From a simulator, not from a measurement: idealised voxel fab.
Process module heading - voxel capacitor over wiring
The figure presents cross-section cut, which has a width of 155 nm and is divided into square cells with an edge length of 5 nm.
We lay out every cross-section as a grid of square cells and spell it out in bands from the top down, where one band means one or more rows of cells. Quick guide to a band line: top height, bottom height (nm) up front; then every material left to right with its width in nm. Only one material and it's marked "edge to edge"? Then it fills the band edge to edge. And "empty" just means empty space. Convention: height 0 is the level below which the wafer, as received, is all one material. The lowest band does not terminate at the bottom but continues downward, represented as "z 0 and below". So if you see something like "30..40" for the width, read it as the top row of the band sitting at the first number and the bottom row at the second, with every row in between moving by the same amount as the last. "no change occurred" -> step changed no cross-section cell. Each empty space that has no open way to the top and spans at least 8 cells appears under "Enclosed voids" as width x height at distance, the distance counted from the left edge, all in nm. Note: text after step settings on the step line = simulator remark on that step. When a step includes a mask, the "overlay nm" setting on its line states how far to the right of its planned place that mask lay, and negative values state how far to the left.

## The following list gives the planned process steps
1) RECEIVE with material Si
2) CONFORMAL_DEP with material SiO2, thk nm 15
3) DIRECTIONAL_DEP with material TiN, thk nm 5
4) DIRECTIONAL_DEP with material Ru, thk nm 15
5) DIRECTIONAL_DEP with material aC, thk nm 15
6) PATTERN with tone cover, mask id METAL_1, material resist, width nm 25, pitch nm 95, thk nm 35, overlay nm 0
7) DIRECTIONAL_ETCH with etch materials aC, depth nm 15
8) STRIP with etch materials resist
9) DIRECTIONAL_ETCH with etch materials Ru, depth nm 15
10) DIRECTIONAL_ETCH with etch materials TiN, depth nm 5
11) STRIP with etch materials aC
12) CONFORMAL_DEP with material SiCN, thk nm 5
13) FILL_DEP with material lowk, thk nm 10
14) CMP with height nm 35
15) CONFORMAL_DEP with material SiCN, thk nm 5
16) DIRECTIONAL_DEP with material SiO2, thk nm 20
17) DIRECTIONAL_DEP with material aC, thk nm 10
18) PATTERN with tone open, mask id PLUG_1, material resist, width nm 15, thk nm 25, overlay nm 0
19) DIRECTIONAL_ETCH with etch materials aC, depth nm 10
20) STRIP with etch materials resist
21) DIRECTIONAL_ETCH with etch materials SiO2, depth nm 20
22) DIRECTIONAL_ETCH with etch materials SiCN, depth nm 5
23) STRIP with etch materials aC
24) EPI with material Ru, thk nm 10
25) EPI with material Ru, thk nm 10
26) EPI with material Ru, thk nm 5
27) DIRECTIONAL_DEP with material TiN, thk nm 10
28) DIRECTIONAL_DEP with material Al2O3, thk nm 5
29) DIRECTIONAL_DEP with material TiN, thk nm 10
30) PATTERN with tone cover, mask id UPPER_PLATE, material resist, width nm 75, thk nm 15, overlay nm 0
31) DIRECTIONAL_ETCH with etch materials TiN, depth nm 10
32) DIRECTIONAL_ETCH with etch materials Al2O3, depth nm 5
33) STRIP with etch materials resist
34) DIRECTIONAL_DEP with material aC, thk nm 10
35) PATTERN with tone cover, mask id LOWER_PLATE, material resist, width nm 85, thk nm 30, overlay nm 0
36) DIRECTIONAL_ETCH with etch materials aC, depth nm 10
37) STRIP with etch materials resist
38) DIRECTIONAL_ETCH with etch materials TiN, depth nm 10
39) STRIP with etch materials aC
40) FILL_DEP with material SiO2, thk nm 15
41) CMP with height nm 95
42) MASKED_ETCH with tone open, mask id PLUG_2, width nm 15, etch materials SiO2, depth nm 10, overlay nm 0
43) CONFORMAL_DEP with material TiN, thk nm 5
44) FILL_DEP with material W, thk nm 5
45) CMP with height nm 95
46) CONFORMAL_DEP with material SiCN, thk nm 5

## First wafer out of two, processed as planned

## Wafer as received: cross-section following step 1
- z 0 and below  Si edge to edge
- Enclosed voids: none

## Upon completion of step 2, the wafer appears in cross-section as shown
- z 15 to 0  SiO2 edge to edge
- Below 0 it's all the same as before, nothing changed down there.

## Upon completion of step 3, the wafer appears in cross-section as shown
- z 20 to 15  TiN edge to edge
- Below 15 it's all the same as before, nothing changed down there.

## Upon completion of step 4, the wafer appears in cross-section as shown
- z 35 to 20  Ru edge to edge
- Below 20 it's all the same as before, nothing changed down there.

## Upon completion of step 5, the wafer appears in cross-section as shown
- z 50 to 35  aC edge to edge
- Below 35 it's all the same as before, nothing changed down there.

## Upon completion of step 6, the wafer appears in cross-section as shown
- z 85 to 50  empty=15  resist=25  empty=70  resist=25  empty=20
- Below 50 it's all the same as before, nothing changed down there.

## Upon completion of step 7, the wafer appears in cross-section as shown
- z 70 to 50  empty=15  resist=25  empty=70  resist=25  empty=20
- z 50 to 35  empty=15  aC=25  empty=70  aC=25  empty=20
- Below 35 it's all the same as before, nothing changed down there.

## Upon completion of step 8, the wafer appears in cross-section as shown
- z 50 to 35  empty=15  aC=25  empty=70  aC=25  empty=20
- Below 35 it's all the same as before, nothing changed down there.

## Upon completion of step 9, the wafer appears in cross-section as shown
- z 50 to 35  empty=15  aC=25  empty=70  aC=25  empty=20
- z 35 to 20  empty=15  Ru=25  empty=70  Ru=25  empty=20
- Below 20 it's all the same as before, nothing changed down there.

## Upon completion of step 10, the wafer appears in cross-section as shown
- z 50 to 35  empty=15  aC=25  empty=70  aC=25  empty=20
- z 35 to 20  empty=15  Ru=25  empty=70  Ru=25  empty=20
- z 20 to 15  empty=15  TiN=25  empty=70  TiN=25  empty=20
- Below 15 it's all the same as before, nothing changed down there.

## Upon completion of step 11, the wafer appears in cross-section as shown
- z 35 to 20  empty=15  Ru=25  empty=70  Ru=25  empty=20
- Below 20 it's all the same as before, nothing changed down there.

## Upon completion of step 12, the wafer appears in cross-section as shown
- z 40 to 35  empty=10  SiCN=35  empty=60  SiCN=35  empty=15
- z 35 to 20  empty=10  SiCN=5  Ru=25  SiCN=5  empty=60  SiCN=5  Ru=25  SiCN=5  empty=15
- z 20 to 15  SiCN=15  TiN=25  SiCN=70  TiN=25  SiCN=20
- Below 15 it's all the same as before, nothing changed down there.

## Upon completion of step 13, the wafer appears in cross-section as shown
- z 50 to 40  lowk edge to edge
- z 40 to 35  lowk=10  SiCN=35  lowk=60  SiCN=35  lowk=15
- z 35 to 20  lowk=10  SiCN=5  Ru=25  SiCN=5  lowk=60  SiCN=5  Ru=25  SiCN=5  lowk=15
- Below 20 it's all the same as before, nothing changed down there.

## Upon completion of step 14, the wafer appears in cross-section as shown
- z 35 to 20  lowk=10  SiCN=5  Ru=25  SiCN=5  lowk=60  SiCN=5  Ru=25  SiCN=5  lowk=15
- Below 20 it's all the same as before, nothing changed down there.

## Upon completion of step 15, the wafer appears in cross-section as shown
- z 40 to 35  SiCN edge to edge
- Below 35 it's all the same as before, nothing changed down there.

## Upon completion of step 16, the wafer appears in cross-section as shown
- z 60 to 40  SiO2 edge to edge
- Below 40 it's all the same as before, nothing changed down there.

## Upon completion of step 17, the wafer appears in cross-section as shown
- z 70 to 60  aC edge to edge
- Below 60 it's all the same as before, nothing changed down there.

## Upon completion of step 18, the wafer appears in cross-section as shown
- z 95 to 70  resist=25  empty=15  resist=115
- Below 70 it's all the same as before, nothing changed down there.

## Upon completion of step 19, the wafer appears in cross-section as shown
- z 85 to 70  resist=25  empty=15  resist=115
- z 70 to 60  aC=25  empty=15  aC=115
- Below 60 it's all the same as before, nothing changed down there.

## Upon completion of step 20, the wafer appears in cross-section as shown
- z 70 to 60  aC=25  empty=15  aC=115
- Below 60 it's all the same as before, nothing changed down there.

## Upon completion of step 21, the wafer appears in cross-section as shown
- z 70 to 60  aC=25  empty=15  aC=115
- z 60 to 40  SiO2=25  empty=15  SiO2=115
- Below 40 it's all the same as before, nothing changed down there.

## Upon completion of step 22, the wafer appears in cross-section as shown
- z 70 to 60  aC=25  empty=15  aC=115
- z 60 to 40  SiO2=25  empty=15  SiO2=115
- z 40 to 35  SiCN=25  empty=15  SiCN=115
- Below 35 it's all the same as before, nothing changed down there.

## Upon completion of step 23, the wafer appears in cross-section as shown
- z 60 to 40  SiO2=25  empty=15  SiO2=115
- Below 40 it's all the same as before, nothing changed down there.

## Upon completion of step 24, the wafer appears in cross-section as shown
- z 60 to 45  SiO2=25  empty=15  SiO2=115
- z 45 to 40  SiO2=25  Ru=15  SiO2=115
- z 40 to 35  SiCN=25  Ru=15  SiCN=115
- Below 35 it's all the same as before, nothing changed down there.

## Upon completion of step 25, the wafer appears in cross-section as shown
- z 60 to 55  SiO2=25  empty=15  SiO2=115
- z 55 to 40  SiO2=25  Ru=15  SiO2=115
- Below 40 it's all the same as before, nothing changed down there.

## Upon completion of step 26, the wafer appears in cross-section as shown
- z 60 to 40  SiO2=25  Ru=15  SiO2=115
- Below 40 it's all the same as before, nothing changed down there.

## Upon completion of step 27, the wafer appears in cross-section as shown
- z 70 to 60  TiN edge to edge
- Below 60 it's all the same as before, nothing changed down there.

## Upon completion of step 28, the wafer appears in cross-section as shown
- z 75 to 70  Al2O3 edge to edge
- Below 70 it's all the same as before, nothing changed down there.

## Upon completion of step 29, the wafer appears in cross-section as shown
- z 85 to 75  TiN edge to edge
- Below 75 it's all the same as before, nothing changed down there.

## Upon completion of step 30, the wafer appears in cross-section as shown
- z 100 to 85  empty=25  resist=75  empty=55
- Below 85 it's all the same as before, nothing changed down there.

## Upon completion of step 31, the wafer appears in cross-section as shown
- z 100 to 85  empty=25  resist=75  empty=55
- z 85 to 75  empty=25  TiN=75  empty=55
- Below 75 it's all the same as before, nothing changed down there.

## Upon completion of step 32, the wafer appears in cross-section as shown
- z 100 to 85  empty=25  resist=75  empty=55
- z 85 to 75  empty=25  TiN=75  empty=55
- z 75 to 70  empty=25  Al2O3=75  empty=55
- Below 70 it's all the same as before, nothing changed down there.

## Upon completion of step 33, the wafer appears in cross-section as shown
- z 85 to 75  empty=25  TiN=75  empty=55
- Below 75 it's all the same as before, nothing changed down there.

## Upon completion of step 34, the wafer appears in cross-section as shown
- z 95 to 85  empty=25  aC=75  empty=55
- z 85 to 80  empty=25  TiN=75  empty=55
- z 80 to 75  aC=25  TiN=75  aC=55
- z 75 to 70  aC=25  Al2O3=75  aC=55
- Below 70 it's all the same as before, nothing changed down there.

## Upon completion of step 35, the wafer appears in cross-section as shown
- z 125 to 95  empty=20  resist=85  empty=50
- z 95 to 85  empty=20  resist=5  aC=75  resist=5  empty=50
- z 85 to 80  empty=20  resist=5  TiN=75  resist=5  empty=50
- Below 80 it's all the same as before, nothing changed down there.

## Upon completion of step 36, the wafer appears in cross-section as shown
- z 115 to 95  empty=20  resist=85  empty=50
- z 95 to 85  empty=20  resist=5  aC=75  resist=5  empty=50
- z 85 to 80  empty=20  resist=5  TiN=75  resist=5  empty=50
- z 80 to 75  empty=20  aC=5  TiN=75  aC=5  empty=50
- z 75 to 70  empty=20  aC=5  Al2O3=75  aC=5  empty=50
- Below 70 it's all the same as before, nothing changed down there.

## Upon completion of step 37, the wafer appears in cross-section as shown
- z 95 to 85  empty=25  aC=75  empty=55
- z 85 to 80  empty=25  TiN=75  empty=55
- Below 80 it's all the same as before, nothing changed down there.

## Upon completion of step 38, the wafer appears in cross-section as shown
- z 95 to 85  empty=25  aC=75  empty=55
- z 85 to 80  empty=25  TiN=75  empty=55
- z 80 to 75  empty=20  aC=5  TiN=75  aC=5  empty=50
- z 75 to 70  empty=20  aC=5  Al2O3=75  aC=5  empty=50
- z 70 to 60  empty=20  TiN=85  empty=50
- Below 60 it's all the same as before, nothing changed down there.

## Upon completion of step 39, the wafer appears in cross-section as shown
- z 85 to 75  empty=25  TiN=75  empty=55
- z 75 to 70  empty=25  Al2O3=75  empty=55
- Below 70 it's all the same as before, nothing changed down there.

## Upon completion of step 40, the wafer appears in cross-section as shown
- z 100 to 85  SiO2 edge to edge
- z 85 to 75  SiO2=25  TiN=75  SiO2=55
- z 75 to 70  SiO2=25  Al2O3=75  SiO2=55
- z 70 to 60  SiO2=20  TiN=85  SiO2=50
- Below 60 it's all the same as before, nothing changed down there.

## Upon completion of step 41, the wafer appears in cross-section as shown
- z 95 to 85  SiO2 edge to edge
- Below 85 it's all the same as before, nothing changed down there.

## Upon completion of step 42, the wafer appears in cross-section as shown
- z 95 to 85  SiO2=35  empty=15  SiO2=105
- Below 85 it's all the same as before, nothing changed down there.

## Upon completion of step 43, the wafer appears in cross-section as shown
- z 100 to 95  TiN=40  empty=5  TiN=110
- z 95 to 90  SiO2=35  TiN=5  empty=5  TiN=5  SiO2=105
- z 90 to 85  SiO2=35  TiN=15  SiO2=105
- Below 85 it's all the same as before, nothing changed down there.

## Upon completion of step 44, the wafer appears in cross-section as shown
- z 105 to 100  W edge to edge
- z 100 to 95  TiN=40  W=5  TiN=110
- z 95 to 90  SiO2=35  TiN=5  W=5  TiN=5  SiO2=105
- Below 90 it's all the same as before, nothing changed down there.

## Upon completion of step 45, the wafer appears in cross-section as shown
- z 95 to 90  SiO2=35  TiN=5  W=5  TiN=5  SiO2=105
- Below 90 it's all the same as before, nothing changed down there.

## Upon completion of step 46, the wafer appears in cross-section as shown
- z 100 to 95  SiCN edge to edge
- Below 95 it's all the same as before, nothing changed down there.

## What follows concerns the second wafer, which started out like the first and was meant to follow the very same plan; one mistake crept in when it was run, but everything up to and including step 26 is the same as for the first wafer

## What the second wafer looks like in cross-section when step 27 should have wrapped up
- z 65 to 60  Al2O3 edge to edge
- Below 60 it's all the same as before, nothing changed down there.

## What the second wafer looks like in cross-section when step 28 should have wrapped up
- z 75 to 65  TiN edge to edge
- Below 65 it's all the same as before, nothing changed down there.

## What the second wafer looks like in cross-section when step 29 should have wrapped up
- z 85 to 65  TiN edge to edge
- Below 65 it's all the same as before, nothing changed down there.

## What the second wafer looks like in cross-section when step 30 should have wrapped up
- z 100 to 85  empty=25  resist=75  empty=55
- Below 85 it's all the same as before, nothing changed down there.

## What the second wafer looks like in cross-section when step 31 should have wrapped up
- z 100 to 85  empty=25  resist=75  empty=55
- z 85 to 75  empty=25  TiN=75  empty=55
- Below 75 it's all the same as before, nothing changed down there.

What the second wafer looks like in cross-section when step 32 should have wrapped up: no change occurred

## What the second wafer looks like in cross-section when step 33 should have wrapped up
- z 85 to 75  empty=25  TiN=75  empty=55
- Below 75 it's all the same as before, nothing changed down there.

## What the second wafer looks like in cross-section when step 34 should have wrapped up
- z 95 to 85  empty=25  aC=75  empty=55
- z 85 to 75  aC=25  TiN=75  aC=55
- Below 75 it's all the same as before, nothing changed down there.

## What the second wafer looks like in cross-section when step 35 should have wrapped up
- z 125 to 95  empty=20  resist=85  empty=50
- z 95 to 85  empty=20  resist=5  aC=75  resist=5  empty=50
- Below 85 it's all the same as before, nothing changed down there.

## What the second wafer looks like in cross-section when step 36 should have wrapped up
- z 115 to 95  empty=20  resist=85  empty=50
- z 95 to 85  empty=20  resist=5  aC=75  resist=5  empty=50
- z 85 to 75  empty=20  aC=5  TiN=75  aC=5  empty=50
- Below 75 it's all the same as before, nothing changed down there.

## What the second wafer looks like in cross-section when step 37 should have wrapped up
- z 95 to 85  empty=25  aC=75  empty=55
- Below 85 it's all the same as before, nothing changed down there.

## What the second wafer looks like in cross-section when step 38 should have wrapped up
- z 95 to 85  empty=25  aC=75  empty=55
- z 85 to 75  empty=20  aC=5  TiN=75  aC=5  empty=50
- z 75 to 65  empty=20  TiN=85  empty=50
- Below 65 it's all the same as before, nothing changed down there.

## What the second wafer looks like in cross-section when step 39 should have wrapped up
- z 85 to 75  empty=25  TiN=75  empty=55
- Below 75 it's all the same as before, nothing changed down there.

## What the second wafer looks like in cross-section when step 40 should have wrapped up
- z 100 to 85  SiO2 edge to edge
- z 85 to 75  SiO2=25  TiN=75  SiO2=55
- z 75 to 65  SiO2=20  TiN=85  SiO2=50
- Below 65 it's all the same as before, nothing changed down there.

## What the second wafer looks like in cross-section when step 41 should have wrapped up
- z 95 to 85  SiO2 edge to edge
- Below 85 it's all the same as before, nothing changed down there.

## What the second wafer looks like in cross-section when step 42 should have wrapped up
- z 95 to 85  SiO2=35  empty=15  SiO2=105
- Below 85 it's all the same as before, nothing changed down there.

## What the second wafer looks like in cross-section when step 43 should have wrapped up
- z 100 to 95  TiN=40  empty=5  TiN=110
- z 95 to 90  SiO2=35  TiN=5  empty=5  TiN=5  SiO2=105
- z 90 to 85  SiO2=35  TiN=15  SiO2=105
- Below 85 it's all the same as before, nothing changed down there.

## What the second wafer looks like in cross-section when step 44 should have wrapped up
- z 105 to 100  W edge to edge
- z 100 to 95  TiN=40  W=5  TiN=110
- z 95 to 90  SiO2=35  TiN=5  W=5  TiN=5  SiO2=105
- Below 90 it's all the same as before, nothing changed down there.

## What the second wafer looks like in cross-section when step 45 should have wrapped up
- z 95 to 90  SiO2=35  TiN=5  W=5  TiN=5  SiO2=105
- Below 90 it's all the same as before, nothing changed down there.

## What the second wafer looks like in cross-section when step 46 should have wrapped up
- z 100 to 95  SiCN edge to edge
- Below 95 it's all the same as before, nothing changed down there.
It is concluded that the wafer was processed incorrectly with respect to the plan, in that it was found that steps 27 and 28 of the process plan had been performed in exchanged positions
End of process, cell counts, second wafer against first, materials with more or fewer: +16 Al2O3, -16 SiO2
